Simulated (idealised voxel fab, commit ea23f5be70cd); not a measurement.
Title: Process Module voxel capacitor over wiring
Section shown: cut. Width: 240 nm. Cell size: 5 nm, square.
Cross-section format: a grid of square cells, given as bands from top to bottom; each band is one or more rows of cells. Top, bottom (nm), then materials left to right with widths (nm); lone material tagged "throughout" fills the whole band edge to edge; "blank" = empty space. Heights are measured from 0, the level below which the as-received wafer is all one material; the lowest band has no bottom and continues downward, written as in "top 0, no bottom". Per-row width for "30..40": begins at first number (top row of band), ends at second number (bottom row), increment between rows held constant. It should be understood that the words "remains unaltered", when stated for a given step, signify that the cross-section underwent no change in any of its cells during that step. Entry "Fully sealed voids". Content: empty spaces with no open connection to the top, size 8 cells or greater. Each: width x height at distance. Distance: from left edge. Unit: nm. The remark found on a step's line after its settings is issued by the simulator itself and pertains to that step. If you see "overlay nm" on a step's line and that step has a mask, it's telling you how far right of where it was planned the mask ended up; a negative number means it went left instead.

Process steps (planned)
1) RECEIVE with material Si
2) CONFORMAL_DEP with material SiO2, thk nm 15
3) CONFORMAL_DEP with material SiCN, thk nm 5
4) DIRECTIONAL_DEP with material SiO2, thk nm 15
5) PATTERN with tone open, mask id METAL_1, material resist, width nm 25, pitch nm 85, thk nm 15, overlay nm 0
6) DIRECTIONAL_ETCH with etch materials SiO2, depth nm 15
7) DIRECTIONAL_ETCH with etch materials SiCN, depth nm 5
8) STRIP with etch materials resist
9) CONFORMAL_DEP with material TiN, thk nm 5
10) FILL_DEP with material Ru, thk nm 10
11) CMP with height nm 35
12) CONFORMAL_DEP with material SiCN, thk nm 5
13) DIRECTIONAL_DEP with material lowk, thk nm 10
14) PATTERN with tone open, mask id PLUG_1, material resist, width nm 15, thk nm 20, overlay nm 0
15) DIRECTIONAL_ETCH with etch materials lowk, depth nm 10
16) DIRECTIONAL_ETCH with etch materials SiCN, depth nm 5
17) STRIP with etch materials resist
18) EPI with material Ru, thk nm 10
19) EPI with material Ru, thk nm 5
20) DIRECTIONAL_DEP with material TiN, thk nm 5
21) DIRECTIONAL_DEP with material Al2O3, thk nm 5
22) DIRECTIONAL_DEP with material TiN, thk nm 5
23) DIRECTIONAL_DEP with material aC, thk nm 15
24) PATTERN with tone cover, mask id UPPER_PLATE, material resist, width nm 65, thk nm 30, overlay nm 0
25) DIRECTIONAL_ETCH with etch materials aC, depth nm 15
26) STRIP with etch materials resist
27) DIRECTIONAL_ETCH with etch materials TiN, depth nm 5
28) DIRECTIONAL_ETCH with etch materials Al2O3, depth nm 5
29) STRIP with etch materials aC
30) PATTERN with tone cover, mask id LOWER_PLATE, material resist, width nm 75, thk nm 20, overlay nm 0
31) DIRECTIONAL_ETCH with etch materials TiN, depth nm 5
32) STRIP with etch materials resist
33) FILL_DEP with material SiO2, thk nm 15
34) CMP with height nm 75
35) DIRECTIONAL_DEP with material aC, thk nm 15
36) PATTERN with tone open, mask id PLUG_2, material resist, width nm 15, thk nm 35, overlay nm 0
37) DIRECTIONAL_ETCH with etch materials aC, depth nm 15
38) STRIP with etch materials resist
39) DIRECTIONAL_ETCH with etch materials SiO2, depth nm 10
40) STRIP with etch materials aC
41) CONFORMAL_DEP with material TiN, thk nm 5
42) FILL_DEP with material W, thk nm 5
43) CMP with height nm 75
44) CONFORMAL_DEP with material SiCN, thk nm 5

First wafer out of two, processed as planned

Step 1 complete: cross-section of the wafer as received
- top 0, no bottom: Si throughout
- Fully sealed voids: none

Presented here is a cross-section of the wafer after step 2 has been performed
- top 15, bottom 0: SiO2 throughout
- Whatever lies below 0 is exactly as it was before.

Presented here is a cross-section of the wafer after step 3 has been performed
- top 20, bottom 15: SiCN throughout
- Whatever lies below 15 is exactly as it was before.

Presented here is a cross-section of the wafer after step 4 has been performed
- top 35, bottom 20: SiO2 throughout
- Whatever lies below 20 is exactly as it was before.

Presented here is a cross-section of the wafer after step 5 has been performed
- top 50, bottom 35: resist (65), blank (25), resist (60), blank (25), resist (65)
- Whatever lies below 35 is exactly as it was before.

Presented here is a cross-section of the wafer after step 6 has been performed
- top 50, bottom 35: resist (65), blank (25), resist (60), blank (25), resist (65)
- top 35, bottom 20: SiO2 (65), blank (25), SiO2 (60), blank (25), SiO2 (65)
- Whatever lies below 20 is exactly as it was before.

Presented here is a cross-section of the wafer after step 7 has been performed
- top 50, bottom 35: resist (65), blank (25), resist (60), blank (25), resist (65)
- top 35, bottom 20: SiO2 (65), blank (25), SiO2 (60), blank (25), SiO2 (65)
- top 20, bottom 15: SiCN (65), blank (25), SiCN (60), blank (25), SiCN (65)
- Whatever lies below 15 is exactly as it was before.

Presented here is a cross-section of the wafer after step 8 has been performed
- top 35, bottom 20: SiO2 (65), blank (25), SiO2 (60), blank (25), SiO2 (65)
- Whatever lies below 20 is exactly as it was before.

Presented here is a cross-section of the wafer after step 9 has been performed
- top 40, bottom 35: TiN (70), blank (15), TiN (70), blank (15), TiN (70)
- top 35, bottom 20: SiO2 (65), TiN (5), blank (15), TiN (5), SiO2 (60), TiN (5), blank (15), TiN (5), SiO2 (65)
- top 20, bottom 15: SiCN (65), TiN (25), SiCN (60), TiN (25), SiCN (65)
- Whatever lies below 15 is exactly as it was before.

Presented here is a cross-section of the wafer after step 10 has been performed
- top 50, bottom 40: Ru throughout
- top 40, bottom 35: TiN (70), Ru (15), TiN (70), Ru (15), TiN (70)
- top 35, bottom 20: SiO2 (65), TiN (5), Ru (15), TiN (5), SiO2 (60), TiN (5), Ru (15), TiN (5), SiO2 (65)
- Whatever lies below 20 is exactly as it was before.

Presented here is a cross-section of the wafer after step 11 has been performed
- top 35, bottom 20: SiO2 (65), TiN (5), Ru (15), TiN (5), SiO2 (60), TiN (5), Ru (15), TiN (5), SiO2 (65)
- Whatever lies below 20 is exactly as it was before.

Presented here is a cross-section of the wafer after step 12 has been performed
- top 40, bottom 35: SiCN throughout
- Whatever lies below 35 is exactly as it was before.

Presented here is a cross-section of the wafer after step 13 has been performed
- top 50, bottom 40: lowk throughout
- Whatever lies below 40 is exactly as it was before.

Presented here is a cross-section of the wafer after step 14 has been performed
- top 70, bottom 50: resist (75), blank (15), resist (150)
- Whatever lies below 50 is exactly as it was before.

Presented here is a cross-section of the wafer after step 15 has been performed
- top 70, bottom 50: resist (75), blank (15), resist (150)
- top 50, bottom 40: lowk (75), blank (15), lowk (150)
- Whatever lies below 40 is exactly as it was before.

Presented here is a cross-section of the wafer after step 16 has been performed
- top 70, bottom 50: resist (75), blank (15), resist (150)
- top 50, bottom 40: lowk (75), blank (15), lowk (150)
- top 40, bottom 35: SiCN (75), blank (15), SiCN (150)
- Whatever lies below 35 is exactly as it was before.

Presented here is a cross-section of the wafer after step 17 has been performed
- top 50, bottom 40: lowk (75), blank (15), lowk (150)
- Whatever lies below 40 is exactly as it was before.

Presented here is a cross-section of the wafer after step 18 has been performed
- top 50, bottom 45: lowk (75), blank (15), lowk (150)
- top 45, bottom 40: lowk (75), Ru (15), lowk (150)
- top 40, bottom 35: SiCN (75), Ru (15), SiCN (150)
- Whatever lies below 35 is exactly as it was before.

Presented here is a cross-section of the wafer after step 19 has been performed
- top 50, bottom 40: lowk (75), Ru (15), lowk (150)
- Whatever lies below 40 is exactly as it was before.

Presented here is a cross-section of the wafer after step 20 has been performed
- top 55, bottom 50: TiN throughout
- Whatever lies below 50 is exactly as it was before.

Presented here is a cross-section of the wafer after step 21 has been performed
- top 60, bottom 55: Al2O3 throughout
- Whatever lies below 55 is exactly as it was before.

Presented here is a cross-section of the wafer after step 22 has been performed
- top 65, bottom 60: TiN throughout
- Whatever lies below 60 is exactly as it was before.

Presented here is a cross-section of the wafer after step 23 has been performed
- top 80, bottom 65: aC throughout
- Whatever lies below 65 is exactly as it was before.

Presented here is a cross-section of the wafer after step 24 has been performed
- top 110, bottom 80: blank (75), resist (65), blank (100)
- Whatever lies below 80 is exactly as it was before.

Presented here is a cross-section of the wafer after step 25 has been performed
- top 95, bottom 80: blank (75), resist (65), blank (100)
- top 80, bottom 65: blank (75), aC (65), blank (100)
- Whatever lies below 65 is exactly as it was before.

Presented here is a cross-section of the wafer after step 26 has been performed
- top 80, bottom 65: blank (75), aC (65), blank (100)
- Whatever lies below 65 is exactly as it was before.

Presented here is a cross-section of the wafer after step 27 has been performed
- top 80, bottom 65: blank (75), aC (65), blank (100)
- top 65, bottom 60: blank (75), TiN (65), blank (100)
- Whatever lies below 60 is exactly as it was before.

Presented here is a cross-section of the wafer after step 28 has been performed
- top 80, bottom 65: blank (75), aC (65), blank (100)
- top 65, bottom 60: blank (75), TiN (65), blank (100)
- top 60, bottom 55: blank (75), Al2O3 (65), blank (100)
- Whatever lies below 55 is exactly as it was before.

Presented here is a cross-section of the wafer after step 29 has been performed
- top 65, bottom 60: blank (75), TiN (65), blank (100)
- Whatever lies below 60 is exactly as it was before.

Presented here is a cross-section of the wafer after step 30 has been performed
- top 85, bottom 65: blank (70), resist (75), blank (95)
- top 65, bottom 60: blank (70), resist (5), TiN (65), resist (5), blank (95)
- top 60, bottom 55: blank (70), resist (5), Al2O3 (65), resist (5), blank (95)
- Whatever lies below 55 is exactly as it was before.

Presented here is a cross-section of the wafer after step 31 has been performed
- top 85, bottom 65: blank (70), resist (75), blank (95)
- top 65, bottom 60: blank (70), resist (5), TiN (65), resist (5), blank (95)
- top 60, bottom 55: blank (70), resist (5), Al2O3 (65), resist (5), blank (95)
- top 55, bottom 50: blank (70), TiN (75), blank (95)
- Whatever lies below 50 is exactly as it was before.

Presented here is a cross-section of the wafer after step 32 has been performed
- top 65, bottom 60: blank (75), TiN (65), blank (100)
- top 60, bottom 55: blank (75), Al2O3 (65), blank (100)
- Whatever lies below 55 is exactly as it was before.

Presented here is a cross-section of the wafer after step 33 has been performed
- top 80, bottom 65: SiO2 throughout
- top 65, bottom 60: SiO2 (75), TiN (65), SiO2 (100)
- top 60, bottom 55: SiO2 (75), Al2O3 (65), SiO2 (100)
- top 55, bottom 50: SiO2 (70), TiN (75), SiO2 (95)
- Whatever lies below 50 is exactly as it was before.

Presented here is a cross-section of the wafer after step 34 has been performed
- top 75, bottom 65: SiO2 throughout
- Whatever lies below 65 is exactly as it was before.

Presented here is a cross-section of the wafer after step 35 has been performed
- top 90, bottom 75: aC throughout
- Whatever lies below 75 is exactly as it was before.

Presented here is a cross-section of the wafer after step 36 has been performed
- top 125, bottom 90: resist (85), blank (15), resist (140)
- Whatever lies below 90 is exactly as it was before.

Presented here is a cross-section of the wafer after step 37 has been performed
- top 110, bottom 90: resist (85), blank (15), resist (140)
- top 90, bottom 75: aC (85), blank (15), aC (140)
- Whatever lies below 75 is exactly as it was before.

Presented here is a cross-section of the wafer after step 38 has been performed
- top 90, bottom 75: aC (85), blank (15), aC (140)
- Whatever lies below 75 is exactly as it was before.

Presented here is a cross-section of the wafer after step 39 has been performed
- top 90, bottom 75: aC (85), blank (15), aC (140)
- top 75, bottom 65: SiO2 (85), blank (15), SiO2 (140)
- Whatever lies below 65 is exactly as it was before.

Presented here is a cross-section of the wafer after step 40 has been performed
- top 75, bottom 65: SiO2 (85), blank (15), SiO2 (140)
- Whatever lies below 65 is exactly as it was before.

Presented here is a cross-section of the wafer after step 41 has been performed
- top 80, bottom 75: TiN (90), blank (5), TiN (145)
- top 75, bottom 70: SiO2 (85), TiN (5), blank (5), TiN (5), SiO2 (140)
- top 70, bottom 60: SiO2 (85..75), TiN (15..65), SiO2 (140..100)
- Whatever lies below 60 is exactly as it was before.

Presented here is a cross-section of the wafer after step 42 has been performed
- top 85, bottom 80: W throughout
- top 80, bottom 75: TiN (90), W (5), TiN (145)
- top 75, bottom 70: SiO2 (85), TiN (5), W (5), TiN (5), SiO2 (140)
- Whatever lies below 70 is exactly as it was before.

Presented here is a cross-section of the wafer after step 43 has been performed
- top 75, bottom 70: SiO2 (85), TiN (5), W (5), TiN (5), SiO2 (140)
- Whatever lies below 70 is exactly as it was before.

Presented here is a cross-section of the wafer after step 44 has been performed
- top 80, bottom 75: SiCN throughout
- Whatever lies below 75 is exactly as it was before.

Second wafer - shared start and plan with the first - one error in running - same as the first up to step 23 inclusive

The second wafer in cross-section, at the planned close of step 24
- top 110, bottom 80: resist (75), blank (65), resist (100)
- Whatever lies below 80 is exactly as it was before.

The second wafer in cross-section, at the planned close of step 25
- top 95, bottom 80: resist (75), blank (65), resist (100)
- top 80, bottom 65: aC (75), blank (65), aC (100)
- Whatever lies below 65 is exactly as it was before.

The second wafer in cross-section, at the planned close of step 26
- top 80, bottom 65: aC (75), blank (65), aC (100)
- Whatever lies below 65 is exactly as it was before.

The second wafer in cross-section, at the planned close of step 27
- top 80, bottom 65: aC (75), blank (65), aC (100)
- top 65, bottom 60: TiN (75), blank (65), TiN (100)
- Whatever lies below 60 is exactly as it was before.

The second wafer in cross-section, at the planned close of step 28
- top 80, bottom 65: aC (75), blank (65), aC (100)
- top 65, bottom 60: TiN (75), blank (65), TiN (100)
- top 60, bottom 55: Al2O3 (75), blank (65), Al2O3 (100)
- Whatever lies below 55 is exactly as it was before.

The second wafer in cross-section, at the planned close of step 29
- top 65, bottom 60: TiN (75), blank (65), TiN (100)
- Whatever lies below 60 is exactly as it was before.

The second wafer in cross-section, at the planned close of step 30
- top 85, bottom 65: blank (70), resist (75), blank (95)
- top 65, bottom 60: TiN (75), resist (65), TiN (100)
- top 60, bottom 55: Al2O3 (75), resist (65), Al2O3 (100)
- Whatever lies below 55 is exactly as it was before.

The second wafer in cross-section, at the planned close of step 31
- top 85, bottom 65: blank (70), resist (75), blank (95)
- top 65, bottom 60: blank (70), TiN (5), resist (65), TiN (5), blank (95)
- Whatever lies below 60 is exactly as it was before.

The second wafer in cross-section, at the planned close of step 32
- top 65, bottom 60: blank (70), TiN (5), blank (65), TiN (5), blank (95)
- top 60, bottom 55: Al2O3 (75), blank (65), Al2O3 (100)
- Whatever lies below 55 is exactly as it was before.

The second wafer in cross-section, at the planned close of step 33
- top 80, bottom 65: SiO2 throughout
- top 65, bottom 60: SiO2 (70), TiN (5), SiO2 (65), TiN (5), SiO2 (95)
- top 60, bottom 55: Al2O3 (75), SiO2 (65), Al2O3 (100)
- Whatever lies below 55 is exactly as it was before.

The second wafer in cross-section, at the planned close of step 34
- top 75, bottom 65: SiO2 throughout
- Whatever lies below 65 is exactly as it was before.

The second wafer in cross-section, at the planned close of step 35
- top 90, bottom 75: aC throughout
- Whatever lies below 75 is exactly as it was before.

The second wafer in cross-section, at the planned close of step 36
- top 125, bottom 90: resist (85), blank (15), resist (140)
- Whatever lies below 90 is exactly as it was before.

The second wafer in cross-section, at the planned close of step 37
- top 110, bottom 90: resist (85), blank (15), resist (140)
- top 90, bottom 75: aC (85), blank (15), aC (140)
- Whatever lies below 75 is exactly as it was before.

The second wafer in cross-section, at the planned close of step 38
- top 90, bottom 75: aC (85), blank (15), aC (140)
- Whatever lies below 75 is exactly as it was before.

The second wafer in cross-section, at the planned close of step 39
- top 90, bottom 75: aC (85), blank (15), aC (140)
- top 75, bottom 65: SiO2 (85), blank (15), SiO2 (140)
- Whatever lies below 65 is exactly as it was before.

The second wafer in cross-section, at the planned close of step 40
- top 75, bottom 65: SiO2 (85), blank (15), SiO2 (140)
- Whatever lies below 65 is exactly as it was before.

The second wafer in cross-section, at the planned close of step 41
- top 80, bottom 75: TiN (90), blank (5), TiN (145)
- top 75, bottom 70: SiO2 (85), TiN (5), blank (5), TiN (5), SiO2 (140)
- top 70, bottom 65: SiO2 (85), TiN (15), SiO2 (140)
- Whatever lies below 65 is exactly as it was before.

The second wafer in cross-section, at the planned close of step 42
- top 85, bottom 80: W throughout
- top 80, bottom 75: TiN (90), W (5), TiN (145)
- top 75, bottom 70: SiO2 (85), TiN (5), W (5), TiN (5), SiO2 (140)
- Whatever lies below 70 is exactly as it was before.

The second wafer in cross-section, at the planned close of step 43
- top 75, bottom 70: SiO2 (85), TiN (5), W (5), TiN (5), SiO2 (140)
- Whatever lies below 70 is exactly as it was before.

The second wafer in cross-section, at the planned close of step 44
- top 80, bottom 75: SiCN throughout
- Whatever lies below 75 is exactly as it was before.
Plan not followed: step 24: run off-plan, actual operation and settings PATTERN with tone open, mask id UPPER_PLATE, material resist, width nm 65, thk nm 30, overlay nm 0
End of process, cell counts, second wafer against first, materials with more or fewer: 22 more of Al2O3 | 44 fewer of SiO2 | 22 more of TiN
